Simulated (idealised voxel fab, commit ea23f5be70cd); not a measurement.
process module | voxel wiring stack
cross-section cut | 260 nm wide | cells 5 nm
A cross-section is a grid of square cells, given in bands from the top down. A band is one or more rows of cells.
Each band's line starts with the height of the band's top and of its bottom, in nm. Then come its materials from left to right, each with its width in nm. One material with "throughout" fills the band from edge to edge. "air" is empty space.
Height 0 is the level under which the wafer as received is all one material. The lowest band goes on downwards, as in "0 down".
A width such as "30 to 40" changes by the same amount from each row of cells to the next, from the band's top row to its bottom row.
"no change" after a step means that no cell of the cross-section changed.
closed voids: empty space of 8 cells or more with no open way to the top, each as width x height at its distance from the left edge, in nm
after a step's settings: what the simulator itself notes on the step
overlay nm, on a step with a mask: how far to the right of its planned place the mask lay; to the left if negative
Each pair below shows a cross-section before one step and the cross-section after it, down to the lowest band that changed. The line under each pair gives the step between them, with its settings. The pairs can come from different runs of this module on the same starting wafer, so a pair continues from the pair above only where its "before" says so.
before
  140 to 125: air 70 | Ru 15 | air 30 | Ru 30 | air 45 | Ru 15 | air 55
  125 to 115: air 55 | Ru 30 | air 30 | Ru 30 | air 30 | Ru 30 | air 55
  115 to 110: TiN 55 | Ru 15 | TiN 105 | Ru 15 | TiN 70
  110 to 100: lowk 55 | Ru 15 | lowk 105 | Ru 15 | lowk 70
  100 to 95: lowk 55 | TiN 15 | lowk 105 | TiN 15 | lowk 70
  95 to 80: lowk throughout
  80 to 75: SiCN throughout
  75 to 60: lowk 55 | TiN 5 | Cu 20 | TiN 5 | lowk 30 | TiN 5 | Cu 20 | TiN 5 | lowk 30 | TiN 5 | Cu 20 | TiN 5 | lowk 55
  60 to 55: lowk 55 | TiN 5 | Cu 5 | TiN 20 | lowk 30 | TiN 30 | lowk 30 | TiN 5 | Cu 5 | TiN 20 | lowk 55
  55 to 45: lowk 55 | TiN 5 | Cu 5 | TiN 5 | lowk 105 | TiN 5 | Cu 5 | TiN 5 | lowk 70
  45 to 40: SiCN 55 | TiN 15 | SiCN 105 | TiN 15 | SiCN 70
  40 to 35: SiCN 50 | Ru 40 | SiCN 20 | Ru 40 | SiCN 20 | Ru 40 | SiCN 50
  35 to 20: SiO2 55 | TiN 5 | W 20 | TiN 5 | SiO2 30 | TiN 5 | W 20 | TiN 5 | SiO2 30 | TiN 5 | W 20 | TiN 5 | SiO2 55
  20 to 15: SiN 55 | TiN 30 | SiN 30 | TiN 30 | SiN 30 | TiN 30 | SiN 55
  15 to 0: SiO2 throughout
  0 down: Si throughout
  closed voids: none
after
  140 to 125: air 70 | Ru 15 | air 30 | Ru 30 | air 45 | Ru 15 | air 55
  125 to 115: air 55 | Ru 30 | air 30 | Ru 30 | air 30 | Ru 30 | air 55
  115 to 110: air 55 | Ru 15 | TiN 15 | air 30 | TiN 30 | air 30 | Ru 15 | TiN 15 | air 55
  below 110: unchanged
  closed voids: none
the step between: op MASKED_ETCH | tone cover | mask id METAL_3 | width nm 30 | pitch nm 60 | etch materials TiN | depth nm 5 | overlay nm 0
before: the cross-section after the pair above
after
  145 to 140: air 65 | SiN 25 | air 20 | SiN 40 | air 35 | SiN 25 | air 50
  140 to 130: air 65 | SiN 5 | Ru 15 | SiN 5 | air 20 | SiN 5 | Ru 30 | SiN 5 | air 35 | SiN 5 | Ru 15 | SiN 5 | air 50
  130 to 125: air 50 | SiN 20 | Ru 15 | SiN 5 | air 20 | SiN 5 | Ru 30 | SiN 5 | air 20 | SiN 20 | Ru 15 | SiN 5 | air 50
  125 to 115: air 50 | SiN 5 | Ru 30 | SiN 5 | air 20 | SiN 5 | Ru 30 | SiN 5 | air 20 | SiN 5 | Ru 30 | SiN 5 | air 50
  115 to 110: SiN 55 | Ru 15 | TiN 15 | SiN 30 | TiN 30 | SiN 30 | Ru 15 | TiN 15 | SiN 55
  below 110: unchanged
  closed voids: none
the step between: op CONFORMAL_DEP | material SiN | thk nm 5
before: the cross-section after the pair above
after
  150 to 145: SiO2 throughout
  145 to 140: SiO2 65 | SiN 25 | SiO2 20 | SiN 40 | SiO2 35 | SiN 25 | SiO2 50
  140 to 130: SiO2 65 | SiN 5 | Ru 15 | SiN 5 | SiO2 20 | SiN 5 | Ru 30 | SiN 5 | SiO2 35 | SiN 5 | Ru 15 | SiN 5 | SiO2 50
  130 to 125: SiO2 50 | SiN 20 | Ru 15 | SiN 5 | SiO2 20 | SiN 5 | Ru 30 | SiN 5 | SiO2 20 | SiN 20 | Ru 15 | SiN 5 | SiO2 50
  125 to 115: SiO2 50 | SiN 5 | Ru 30 | SiN 5 | SiO2 20 | SiN 5 | Ru 30 | SiN 5 | SiO2 20 | SiN 5 | Ru 30 | SiN 5 | SiO2 50
  below 115: unchanged
  closed voids: none
the step between: op FILL_DEP | material SiO2 | thk nm 5
before: the cross-section after the pair above
after
  125 to 115: SiO2 50 | SiN 5 | Ru 30 | SiN 5 | SiO2 20 | SiN 5 | Ru 30 | SiN 5 | SiO2 20 | SiN 5 | Ru 30 | SiN 5 | SiO2 50
  below 115: unchanged
  closed voids: none
the step between: op CMP | height nm 125
before: the cross-section after the pair above
after
  130 to 125: SiN throughout
  below 125: unchanged
  closed voids: none
the step between: op CONFORMAL_DEP | material SiN | thk nm 5
before
  95 to 80: lowk 55 | Ru 15 | lowk 105 | Ru 15 | lowk 70
  80 to 75: SiCN 55 | Ru 15 | SiCN 105 | Ru 15 | SiCN 70
  75 to 60: lowk 55 | TiN 5 | Cu 20 | TiN 5 | lowk 30 | TiN 5 | Cu 20 | TiN 5 | lowk 30 | TiN 5 | Cu 20 | TiN 5 | lowk 55
  60 to 55: lowk 55 | TiN 5 | Cu 5 | TiN 20 | lowk 30 | TiN 30 | lowk 30 | TiN 5 | Cu 5 | TiN 20 | lowk 55
  55 to 45: lowk 55 | TiN 5 | Cu 5 | TiN 5 | lowk 105 | TiN 5 | Cu 5 | TiN 5 | lowk 70
  45 to 40: SiCN 55 | TiN 15 | SiCN 105 | TiN 15 | SiCN 70
  40 to 35: SiCN 50 | Ru 40 | SiCN 20 | Ru 40 | SiCN 20 | Ru 40 | SiCN 50
  35 to 20: SiO2 55 | TiN 5 | W 20 | TiN 5 | SiO2 30 | TiN 5 | W 20 | TiN 5 | SiO2 30 | TiN 5 | W 20 | TiN 5 | SiO2 55
  20 to 15: SiN 55 | TiN 30 | SiN 30 | TiN 30 | SiN 30 | TiN 30 | SiN 55
  15 to 0: SiO2 throughout
  0 down: Si throughout
  closed voids: none
after
  120 to 95: Ru throughout
  below 95: unchanged
  closed voids: none
the step between: op DIRECTIONAL_DEP | material Ru | thk nm 25
before: the cross-section after the pair above
after
  125 to 120: TiN throughout
  below 120: unchanged
  closed voids: none
the step between: op DIRECTIONAL_DEP | material TiN | thk nm 5
before: the cross-section after the pair above
after
  125 to 120: air 55 | TiN 30 | air 30 | TiN 30 | air 30 | TiN 30 | air 55
  below 120: unchanged
  closed voids: none
the step between: op MASKED_ETCH | tone cover | mask id METAL_3 | width nm 30 | pitch nm 60 | etch materials TiN | depth nm 5 | overlay nm 0
before: the cross-section after the pair above
after
  130 to 125: air 50 | SiN 40 | air 20 | SiN 40 | air 20 | SiN 40 | air 50
  125 to 120: SiN 55 | TiN 30 | SiN 30 | TiN 30 | SiN 30 | TiN 30 | SiN 55
  below 120: unchanged
  closed voids: none
the step between: op CONFORMAL_DEP | material SiN | thk nm 5
before: the cross-section after the pair above
after
  135 to 130: SiO2 throughout
  130 to 125: SiO2 50 | SiN 40 | SiO2 20 | SiN 40 | SiO2 20 | SiN 40 | SiO2 50
  below 125: unchanged
  closed voids: none
the step between: op FILL_DEP | material SiO2 | thk nm 5
before: the cross-section after the pair above
after
  125 to 120: SiN 55 | TiN 30 | SiN 30 | TiN 30 | SiN 30 | TiN 30 | SiN 55
  below 120: unchanged
  closed voids: none
the step between: op CMP | height nm 125
before: the cross-section after the pair above
after
  130 to 125: SiN throughout
  below 125: unchanged
  closed voids: none
the step between: op CONFORMAL_DEP | material SiN | thk nm 5
before
  15 to 0: SiO2 throughout
  0 down: Si throughout
  closed voids: none
after
  30 to 15: SiN throughout
  below 15: unchanged
  closed voids: none
the step between: op CONFORMAL_DEP | material SiN | thk nm 15
before: the cross-section after the pair above
after
  45 to 30: SiO2 throughout
  below 30: unchanged
  closed voids: none
the step between: op DIRECTIONAL_DEP | material SiO2 | thk nm 15
before: the cross-section after the pair above
after
  60 to 45: resist 55 | air 30 | resist 30 | air 30 | resist 30 | air 30 | resist 55
  below 45: unchanged
  closed voids: none
the step between: op PATTERN | tone open | mask id METAL_1 | material resist | width nm 30 | pitch nm 60 | thk nm 15 | overlay nm 0
before: the cross-section after the pair above
after
  60 to 45: resist 55 | air 30 | resist 30 | air 30 | resist 30 | air 30 | resist 55
  45 to 30: SiO2 55 | air 30 | SiO2 30 | air 30 | SiO2 30 | air 30 | SiO2 55
  below 30: unchanged
  closed voids: none
the step between: op DIRECTIONAL_ETCH | etch materials SiO2 | depth nm 15
before: the cross-section after the pair above
after
  60 to 45: resist 55 | air 30 | resist 30 | air 30 | resist 30 | air 30 | resist 55
  45 to 30: SiO2 55 | air 30 | SiO2 30 | air 30 | SiO2 30 | air 30 | SiO2 55
  30 to 25: SiN 55 | air 30 | SiN 30 | air 30 | SiN 30 | air 30 | SiN 55
  below 25: unchanged
  closed voids: none
the step between: op DIRECTIONAL_ETCH | etch materials SiN | depth nm 5
before: the cross-section after the pair above
after
  45 to 30: SiO2 55 | air 30 | SiO2 30 | air 30 | SiO2 30 | air 30 | SiO2 55
  below 30: unchanged
  closed voids: none
the step between: op STRIP | etch materials resist
before: the cross-section after the pair above
after
  50 to 45: TiN 60 | air 20 | TiN 40 | air 20 | TiN 40 | air 20 | TiN 60
  45 to 30: SiO2 55 | TiN 5 | air 20 | TiN 5 | SiO2 30 | TiN 5 | air 20 | TiN 5 | SiO2 30 | TiN 5 | air 20 | TiN 5 | SiO2 55
  30 to 25: SiN 55 | TiN 30 | SiN 30 | TiN 30 | SiN 30 | TiN 30 | SiN 55
  below 25: unchanged
  closed voids: none
the step between: op CONFORMAL_DEP | material TiN | thk nm 5
before: the cross-section after the pair above
after
  55 to 50: W throughout
  50 to 45: TiN 60 | W 20 | TiN 40 | W 20 | TiN 40 | W 20 | TiN 60
  45 to 30: SiO2 55 | TiN 5 | W 20 | TiN 5 | SiO2 30 | TiN 5 | W 20 | TiN 5 | SiO2 30 | TiN 5 | W 20 | TiN 5 | SiO2 55
  below 30: unchanged
  closed voids: none
the step between: op FILL_DEP | material W | thk nm 5
before: the cross-section after the pair above
after
  35 to 30: SiO2 55 | TiN 5 | W 20 | TiN 5 | SiO2 30 | TiN 5 | W 20 | TiN 5 | SiO2 30 | TiN 5 | W 20 | TiN 5 | SiO2 55
  below 30: unchanged
  closed voids: none
the step between: op CMP | height nm 35
before: the cross-section after the pair above
after
  40 to 35: air 50 | Ru 40 | air 20 | Ru 40 | air 20 | Ru 40 | air 50
  below 35: unchanged
  closed voids: none
the step between: op EPI | material Ru | thk nm 5
before: the cross-section after the pair above
after
  45 to 40: SiCN throughout
  40 to 35: SiCN 50 | Ru 40 | SiCN 20 | Ru 40 | SiCN 20 | Ru 40 | SiCN 50
  below 35: unchanged
  closed voids: none
the step between: op FILL_DEP | material SiCN | thk nm 5
before: the cross-section after the pair above
after
  75 to 45: lowk throughout
  below 45: unchanged
  closed voids: none
the step between: op DIRECTIONAL_DEP | material lowk | thk nm 30
before: the cross-section after the pair above
after
  85 to 75: aC throughout
  below 75: unchanged
  closed voids: none
the step between: op DIRECTIONAL_DEP | material aC | thk nm 10
before: the cross-section after the pair above
after
  110 to 85: resist 55 | air 30 | resist 30 | air 30 | resist 30 | air 30 | resist 55
  below 85: unchanged
  closed voids: none
the step between: op PATTERN | tone open | mask id METAL_2 | material resist | width nm 30 | pitch nm 60 | thk nm 25 | overlay nm 0
before: the cross-section after the pair above
after
  100 to 85: resist 55 | air 30 | resist 30 | air 30 | resist 30 | air 30 | resist 55
  85 to 75: aC 55 | air 30 | aC 30 | air 30 | aC 30 | air 30 | aC 55
  below 75: unchanged
  closed voids: none
the step between: op DIRECTIONAL_ETCH | etch materials aC | depth nm 10
before: the cross-section after the pair above
after
  85 to 75: aC 55 | air 30 | aC 30 | air 30 | aC 30 | air 30 | aC 55
  below 75: unchanged
  closed voids: none
the step between: op STRIP | etch materials resist
before: the cross-section after the pair above
after
  85 to 75: aC 55 | air 30 | aC 30 | air 30 | aC 30 | air 30 | aC 55
  75 to 55: lowk 55 | air 30 | lowk 30 | air 30 | lowk 30 | air 30 | lowk 55
  below 55: unchanged
  closed voids: none
the step between: op DIRECTIONAL_ETCH | etch materials lowk | depth nm 20
before: the cross-section after the pair above
after
  75 to 55: lowk 55 | air 30 | lowk 30 | air 30 | lowk 30 | air 30 | lowk 55
  below 55: unchanged
  closed voids: none
the step between: op STRIP | etch materials aC
before: the cross-section after the pair above
after
  90 to 75: aC 55 | air 30 | aC 30 | air 30 | aC 30 | air 30 | aC 55
  75 to 70: lowk 55 | air 30 | lowk 30 | air 30 | lowk 30 | air 30 | lowk 55
  70 to 55: lowk 55 | aC 30 | lowk 30 | aC 30 | lowk 30 | aC 30 | lowk 55
  below 55: unchanged
  closed voids: none
the step between: op DIRECTIONAL_DEP | material aC | thk nm 15
before: the cross-section after the pair above
after
  120 to 90: resist 55 | air 15 | resist 105 | air 15 | resist 70
  90 to 75: aC 55 | air 15 | resist 15 | aC 30 | resist 30 | aC 30 | air 15 | resist 15 | aC 55
  75 to 70: lowk 55 | air 15 | resist 15 | lowk 30 | resist 30 | lowk 30 | air 15 | resist 15 | lowk 55
  below 70: unchanged
  closed voids: none
the step between: op PATTERN | tone open | mask id METAL_2_HOLES | material resist | width nm 15 | pitch nm 120 | thk nm 30 | overlay nm 0
before: the cross-section after the pair above
after
  105 to 90: resist 55 | air 15 | resist 105 | air 15 | resist 70
  90 to 75: aC 55 | air 15 | resist 15 | aC 30 | resist 30 | aC 30 | air 15 | resist 15 | aC 55
  75 to 70: lowk 55 | air 15 | resist 15 | lowk 30 | resist 30 | lowk 30 | air 15 | resist 15 | lowk 55
  70 to 55: lowk 55 | air 15 | aC 15 | lowk 30 | aC 30 | lowk 30 | air 15 | aC 15 | lowk 55
  below 55: unchanged
  closed voids: none
the step between: op DIRECTIONAL_ETCH | etch materials aC | depth nm 15
before: the cross-section after the pair above
after
  90 to 75: aC 55 | air 30 | aC 30 | air 30 | aC 30 | air 30 | aC 55
  75 to 70: lowk 55 | air 30 | lowk 30 | air 30 | lowk 30 | air 30 | lowk 55
  below 70: unchanged
  closed voids: none
the step between: op STRIP | etch materials resist
before: the cross-section after the pair above
after
  90 to 75: aC 55 | air 30 | aC 30 | air 30 | aC 30 | air 30 | aC 55
  75 to 70: lowk 55 | air 30 | lowk 30 | air 30 | lowk 30 | air 30 | lowk 55
  70 to 55: lowk 55 | air 15 | aC 15 | lowk 30 | aC 30 | lowk 30 | air 15 | aC 15 | lowk 55
  55 to 45: lowk 55 | air 15 | lowk 105 | air 15 | lowk 70
  below 45: unchanged
  closed voids: none
the step between: op DIRECTIONAL_ETCH | etch materials lowk | depth nm 10
before: the cross-section after the pair above
after
  90 to 75: aC 55 | air 30 | aC 30 | air 30 | aC 30 | air 30 | aC 55
  75 to 70: lowk 55 | air 30 | lowk 30 | air 30 | lowk 30 | air 30 | lowk 55
  70 to 55: lowk 55 | air 15 | aC 15 | lowk 30 | aC 30 | lowk 30 | air 15 | aC 15 | lowk 55
  55 to 45: lowk 55 | air 15 | lowk 105 | air 15 | lowk 70
  45 to 40: SiCN 55 | air 15 | SiCN 105 | air 15 | SiCN 70
  below 40: unchanged
  closed voids: none
the step between: op DIRECTIONAL_ETCH | etch materials SiCN | depth nm 5
before: the cross-section after the pair above
after
  75 to 55: lowk 55 | air 30 | lowk 30 | air 30 | lowk 30 | air 30 | lowk 55
  below 55: unchanged
  closed voids: none
the step between: op STRIP | etch materials aC
before: the cross-section after the pair above
after
  80 to 75: TiN 60 | air 20 | TiN 40 | air 20 | TiN 40 | air 20 | TiN 60
  75 to 60: lowk 55 | TiN 5 | air 20 | TiN 5 | lowk 30 | TiN 5 | air 20 | TiN 5 | lowk 30 | TiN 5 | air 20 | TiN 5 | lowk 55
  60 to 55: lowk 55 | TiN 5 | air 5 | TiN 20 | lowk 30 | TiN 30 | lowk 30 | TiN 5 | air 5 | TiN 20 | lowk 55
  55 to 45: lowk 55 | TiN 5 | air 5 | TiN 5 | lowk 105 | TiN 5 | air 5 | TiN 5 | lowk 70
  45 to 40: SiCN 55 | TiN 15 | SiCN 105 | TiN 15 | SiCN 70
  below 40: unchanged
  closed voids: none
the step between: op CONFORMAL_DEP | material TiN | thk nm 5
before: the cross-section after the pair above
after
  85 to 80: Cu throughout
  80 to 75: TiN 60 | Cu 20 | TiN 40 | Cu 20 | TiN 40 | Cu 20 | TiN 60
  75 to 60: lowk 55 | TiN 5 | Cu 20 | TiN 5 | lowk 30 | TiN 5 | Cu 20 | TiN 5 | lowk 30 | TiN 5 | Cu 20 | TiN 5 | lowk 55
  60 to 55: lowk 55 | TiN 5 | Cu 5 | TiN 20 | lowk 30 | TiN 30 | lowk 30 | TiN 5 | Cu 5 | TiN 20 | lowk 55
  55 to 45: lowk 55 | TiN 5 | Cu 5 | TiN 5 | lowk 105 | TiN 5 | Cu 5 | TiN 5 | lowk 70
  below 45: unchanged
  closed voids: none
the step between: op FILL_DEP | material Cu | thk nm 5
before: the cross-section after the pair above
after
  75 to 60: lowk 55 | TiN 5 | Cu 20 | TiN 5 | lowk 30 | TiN 5 | Cu 20 | TiN 5 | lowk 30 | TiN 5 | Cu 20 | TiN 5 | lowk 55
  below 60: unchanged
  closed voids: none
the step between: op CMP | height nm 75
before: the cross-section after the pair above
after
  80 to 75: SiCN throughout
  below 75: unchanged
  closed voids: none
the step between: op CONFORMAL_DEP | material SiCN | thk nm 5
before: the cross-section after the pair above
after
  95 to 80: lowk throughout
  below 80: unchanged
  closed voids: none
the step between: op DIRECTIONAL_DEP | material lowk | thk nm 15
before: the cross-section after the pair above
after
  95 to 80: lowk 55 | air 15 | lowk 105 | air 15 | lowk 70
  below 80: unchanged
  closed voids: none
the step between: op MASKED_ETCH | tone open | mask id PLUG_2 | width nm 15 | pitch nm 120 | etch materials lowk | depth nm 15 | overlay nm 0
before: the cross-section after the pair above
after
  95 to 80: lowk 55 | air 15 | lowk 105 | air 15 | lowk 70
  80 to 75: SiCN 55 | air 15 | SiCN 105 | air 15 | SiCN 70
  below 75: unchanged
  closed voids: none
the step between: op MASKED_ETCH | tone open | mask id PLUG_2 | width nm 15 | pitch nm 120 | etch materials SiCN | depth nm 5 | overlay nm 0
before: the cross-section after the pair above
after
  95 to 85: lowk 55 | air 15 | lowk 105 | air 15 | lowk 70
  85 to 80: lowk 55 | Ru 15 | lowk 105 | Ru 15 | lowk 70
  80 to 75: SiCN 55 | Ru 15 | SiCN 105 | Ru 15 | SiCN 70
  below 75: unchanged
  closed voids: none
the step between: op EPI | material Ru | thk nm 10
before: the cross-section after the pair above
after
  95 to 80: lowk 55 | Ru 15 | lowk 105 | Ru 15 | lowk 70
  below 80: unchanged
  closed voids: none
the step between: op EPI | material Ru | thk nm 10
before: the cross-section after the pair above
after
  100 to 95: TiN throughout
  below 95: unchanged
  closed voids: none
the step between: op DIRECTIONAL_DEP | material TiN | thk nm 5
before: the cross-section after the pair above
after
  125 to 100: Ru throughout
  below 100: unchanged
  closed voids: none
the step between: op DIRECTIONAL_DEP | material Ru | thk nm 25
before: the cross-section after the pair above
after
  125 to 100: air 55 | Ru 30 | air 30 | Ru 30 | air 30 | Ru 30 | air 55
  below 100: unchanged
  closed voids: none
the step between: op MASKED_ETCH | tone cover | mask id METAL_3 | width nm 30 | pitch nm 60 | etch materials Ru | depth nm 25 | overlay nm 0
before: the cross-section after the pair above
after
  125 to 100: air 55 | Ru 30 | air 30 | Ru 30 | air 30 | Ru 30 | air 55
  100 to 95: air 55 | TiN 30 | air 30 | TiN 30 | air 30 | TiN 30 | air 55
  below 95: unchanged
  closed voids: none
the step between: op MASKED_ETCH | tone cover | mask id METAL_3 | width nm 30 | pitch nm 60 | etch materials TiN | depth nm 5 | overlay nm 0
before: the cross-section after the pair above
after
  130 to 125: air 50 | SiN 40 | air 20 | SiN 40 | air 20 | SiN 40 | air 50
  125 to 100: air 50 | SiN 5 | Ru 30 | SiN 5 | air 20 | SiN 5 | Ru 30 | SiN 5 | air 20 | SiN 5 | Ru 30 | SiN 5 | air 50
  100 to 95: SiN 55 | TiN 30 | SiN 30 | TiN 30 | SiN 30 | TiN 30 | SiN 55
  below 95: unchanged
  closed voids: none
the step between: op CONFORMAL_DEP | material SiN | thk nm 5
before: the cross-section after the pair above
after
  135 to 130: SiO2 throughout
  130 to 125: SiO2 50 | SiN 40 | SiO2 20 | SiN 40 | SiO2 20 | SiN 40 | SiO2 50
  125 to 100: SiO2 50 | SiN 5 | Ru 30 | SiN 5 | SiO2 20 | SiN 5 | Ru 30 | SiN 5 | SiO2 20 | SiN 5 | Ru 30 | SiN 5 | SiO2 50
  below 100: unchanged
  closed voids: none
the step between: op FILL_DEP | material SiO2 | thk nm 5
before: the cross-section after the pair above
after
  125 to 100: SiO2 50 | SiN 5 | Ru 30 | SiN 5 | SiO2 20 | SiN 5 | Ru 30 | SiN 5 | SiO2 20 | SiN 5 | Ru 30 | SiN 5 | SiO2 50
  below 100: unchanged
  closed voids: none
the step between: op CMP | height nm 125
before: the cross-section after the pair above
after
  130 to 125: SiN throughout
  below 125: unchanged
  closed voids: none
the step between: op CONFORMAL_DEP | material SiN | thk nm 5
before
  90 to 75: aC 55 | air 30 | aC 30 | air 30 | aC 30 | air 30 | aC 55
  75 to 70: lowk 55 | air 30 | lowk 30 | air 30 | lowk 30 | air 30 | lowk 55
  70 to 55: lowk 55 | aC 30 | lowk 30 | aC 30 | lowk 30 | aC 30 | lowk 55
  55 to 45: lowk throughout
  45 to 40: SiCN throughout
  40 to 35: SiCN 50 | Ru 40 | SiCN 20 | Ru 40 | SiCN 20 | Ru 40 | SiCN 50
  35 to 20: SiO2 55 | TiN 5 | W 20 | TiN 5 | SiO2 30 | TiN 5 | W 20 | TiN 5 | SiO2 30 | TiN 5 | W 20 | TiN 5 | SiO2 55
  20 to 15: SiN 55 | TiN 30 | SiN 30 | TiN 30 | SiN 30 | TiN 30 | SiN 55
  15 to 0: SiO2 throughout
  0 down: Si throughout
  closed voids: none
after
  120 to 90: resist 55 | air 20 | resist 100 | air 20 | resist 65
  90 to 75: aC 55 | air 20 | resist 10 | aC 30 | resist 30 | aC 30 | air 20 | resist 10 | aC 55
  75 to 70: lowk 55 | air 20 | resist 10 | lowk 30 | resist 30 | lowk 30 | air 20 | resist 10 | lowk 55
  below 70: unchanged
  closed voids: none
the step between: op PATTERN | tone open | mask id METAL_2_HOLES | material resist | width nm 20 | pitch nm 120 | thk nm 30 | overlay nm 0
before: the cross-section after the pair above
after
  105 to 90: resist 55 | air 20 | resist 100 | air 20 | resist 65
  90 to 75: aC 55 | air 20 | resist 10 | aC 30 | resist 30 | aC 30 | air 20 | resist 10 | aC 55
  75 to 70: lowk 55 | air 20 | resist 10 | lowk 30 | resist 30 | lowk 30 | air 20 | resist 10 | lowk 55
  70 to 55: lowk 55 | air 20 | aC 10 | lowk 30 | aC 30 | lowk 30 | air 20 | aC 10 | lowk 55
  below 55: unchanged
  closed voids: none
the step between: op DIRECTIONAL_ETCH | etch materials aC | depth nm 15
before: the cross-section after the pair above
after
  90 to 75: aC 55 | air 30 | aC 30 | air 30 | aC 30 | air 30 | aC 55
  75 to 70: lowk 55 | air 30 | lowk 30 | air 30 | lowk 30 | air 30 | lowk 55
  below 70: unchanged
  closed voids: none
the step between: op STRIP | etch materials resist
before: the cross-section after the pair above
after
  90 to 75: aC 55 | air 30 | aC 30 | air 30 | aC 30 | air 30 | aC 55
  75 to 70: lowk 55 | air 30 | lowk 30 | air 30 | lowk 30 | air 30 | lowk 55
  70 to 55: lowk 55 | air 20 | aC 10 | lowk 30 | aC 30 | lowk 30 | air 20 | aC 10 | lowk 55
  55 to 45: lowk 55 | air 20 | lowk 100 | air 20 | lowk 65
  below 45: unchanged
  closed voids: none
the step between: op DIRECTIONAL_ETCH | etch materials lowk | depth nm 10
before: the cross-section after the pair above
after
  90 to 75: aC 55 | air 30 | aC 30 | air 30 | aC 30 | air 30 | aC 55
  75 to 70: lowk 55 | air 30 | lowk 30 | air 30 | lowk 30 | air 30 | lowk 55
  70 to 55: lowk 55 | air 20 | aC 10 | lowk 30 | aC 30 | lowk 30 | air 20 | aC 10 | lowk 55
  55 to 45: lowk 55 | air 20 | lowk 100 | air 20 | lowk 65
  45 to 40: SiCN 55 | air 20 | SiCN 100 | air 20 | SiCN 65
  below 40: unchanged
  closed voids: none
the step between: op DIRECTIONAL_ETCH | etch materials SiCN | depth nm 5
before: the cross-section after the pair above
after
  75 to 55: lowk 55 | air 30 | lowk 30 | air 30 | lowk 30 | air 30 | lowk 55
  below 55: unchanged
  closed voids: none
the step between: op STRIP | etch materials aC
before: the cross-section after the pair above
after
  80 to 75: TiN 60 | air 20 | TiN 40 | air 20 | TiN 40 | air 20 | TiN 60
  75 to 60: lowk 55 | TiN 5 | air 20 | TiN 5 | lowk 30 | TiN 5 | air 20 | TiN 5 | lowk 30 | TiN 5 | air 20 | TiN 5 | lowk 55
  60 to 55: lowk 55 | TiN 5 | air 10 | TiN 15 | lowk 30 | TiN 30 | lowk 30 | TiN 5 | air 10 | TiN 15 | lowk 55
  55 to 45: lowk 55 | TiN 5 | air 10 | TiN 5 | lowk 100 | TiN 5 | air 10 | TiN 5 | lowk 65
  45 to 40: SiCN 55 | TiN 20 | SiCN 100 | TiN 20 | SiCN 65
  below 40: unchanged
  closed voids: none
the step between: op CONFORMAL_DEP | material TiN | thk nm 5
before: the cross-section after the pair above
after
  85 to 80: Cu throughout
  80 to 75: TiN 60 | Cu 20 | TiN 40 | Cu 20 | TiN 40 | Cu 20 | TiN 60
  75 to 60: lowk 55 | TiN 5 | Cu 20 | TiN 5 | lowk 30 | TiN 5 | Cu 20 | TiN 5 | lowk 30 | TiN 5 | Cu 20 | TiN 5 | lowk 55
  60 to 55: lowk 55 | TiN 5 | Cu 10 | TiN 15 | lowk 30 | TiN 30 | lowk 30 | TiN 5 | Cu 10 | TiN 15 | lowk 55
  55 to 45: lowk 55 | TiN 5 | Cu 10 | TiN 5 | lowk 100 | TiN 5 | Cu 10 | TiN 5 | lowk 65
  below 45: unchanged
  closed voids: none
the step between: op FILL_DEP | material Cu | thk nm 5
before: the cross-section after the pair above
after
  75 to 60: lowk 55 | TiN 5 | Cu 20 | TiN 5 | lowk 30 | TiN 5 | Cu 20 | TiN 5 | lowk 30 | TiN 5 | Cu 20 | TiN 5 | lowk 55
  below 60: unchanged
  closed voids: none
the step between: op CMP | height nm 75
before: the cross-section after the pair above
after
  80 to 75: SiCN throughout
  below 75: unchanged
  closed voids: none
the step between: op CONFORMAL_DEP | material SiCN | thk nm 5
before: the cross-section after the pair above
after
  95 to 80: lowk throughout
  below 80: unchanged
  closed voids: none
the step between: op DIRECTIONAL_DEP | material lowk | thk nm 15
before: the cross-section after the pair above
after
  95 to 80: lowk 55 | air 15 | lowk 105 | air 15 | lowk 70
  below 80: unchanged
  closed voids: none
the step between: op MASKED_ETCH | tone open | mask id PLUG_2 | width nm 15 | pitch nm 120 | etch materials lowk | depth nm 15 | overlay nm 0
before: the cross-section after the pair above
after
  95 to 80: lowk 55 | air 15 | lowk 105 | air 15 | lowk 70
  80 to 75: SiCN 55 | air 15 | SiCN 105 | air 15 | SiCN 70
  below 75: unchanged
  closed voids: none
the step between: op MASKED_ETCH | tone open | mask id PLUG_2 | width nm 15 | pitch nm 120 | etch materials SiCN | depth nm 5 | overlay nm 0
before: the cross-section after the pair above
after
  95 to 85: lowk 55 | air 15 | lowk 105 | air 15 | lowk 70
  85 to 80: lowk 55 | Ru 15 | lowk 105 | Ru 15 | lowk 70
  80 to 75: SiCN 55 | Ru 15 | SiCN 105 | Ru 15 | SiCN 70
  below 75: unchanged
  closed voids: none
the step between: op EPI | material Ru | thk nm 10
before: the cross-section after the pair above
after
  95 to 80: lowk 55 | Ru 15 | lowk 105 | Ru 15 | lowk 70
  below 80: unchanged
  closed voids: none
the step between: op EPI | material Ru | thk nm 10
before: the cross-section after the pair above
after
  100 to 95: TiN throughout
  below 95: unchanged
  closed voids: none
the step between: op DIRECTIONAL_DEP | material TiN | thk nm 5
before: the cross-section after the pair above
after
  125 to 100: Ru throughout
  below 100: unchanged
  closed voids: none
the step between: op DIRECTIONAL_DEP | material Ru | thk nm 25
before: the cross-section after the pair above
after
  125 to 100: air 55 | Ru 30 | air 30 | Ru 30 | air 30 | Ru 30 | air 55
  below 100: unchanged
  closed voids: none
the step between: op MASKED_ETCH | tone cover | mask id METAL_3 | width nm 30 | pitch nm 60 | etch materials Ru | depth nm 25 | overlay nm 0
before: the cross-section after the pair above
after
  125 to 100: air 55 | Ru 30 | air 30 | Ru 30 | air 30 | Ru 30 | air 55
  100 to 95: air 55 | TiN 30 | air 30 | TiN 30 | air 30 | TiN 30 | air 55
  below 95: unchanged
  closed voids: none
the step between: op MASKED_ETCH | tone cover | mask id METAL_3 | width nm 30 | pitch nm 60 | etch materials TiN | depth nm 5 | overlay nm 0
before: the cross-section after the pair above
after
  130 to 125: air 50 | SiN 40 | air 20 | SiN 40 | air 20 | SiN 40 | air 50
  125 to 100: air 50 | SiN 5 | Ru 30 | SiN 5 | air 20 | SiN 5 | Ru 30 | SiN 5 | air 20 | SiN 5 | Ru 30 | SiN 5 | air 50
  100 to 95: SiN 55 | TiN 30 | SiN 30 | TiN 30 | SiN 30 | TiN 30 | SiN 55
  below 95: unchanged
  closed voids: none
the step between: op CONFORMAL_DEP | material SiN | thk nm 5
before: the cross-section after the pair above
after
  135 to 130: SiO2 throughout
  130 to 125: SiO2 50 | SiN 40 | SiO2 20 | SiN 40 | SiO2 20 | SiN 40 | SiO2 50
  125 to 100: SiO2 50 | SiN 5 | Ru 30 | SiN 5 | SiO2 20 | SiN 5 | Ru 30 | SiN 5 | SiO2 20 | SiN 5 | Ru 30 | SiN 5 | SiO2 50
  below 100: unchanged
  closed voids: none
the step between: op FILL_DEP | material SiO2 | thk nm 5
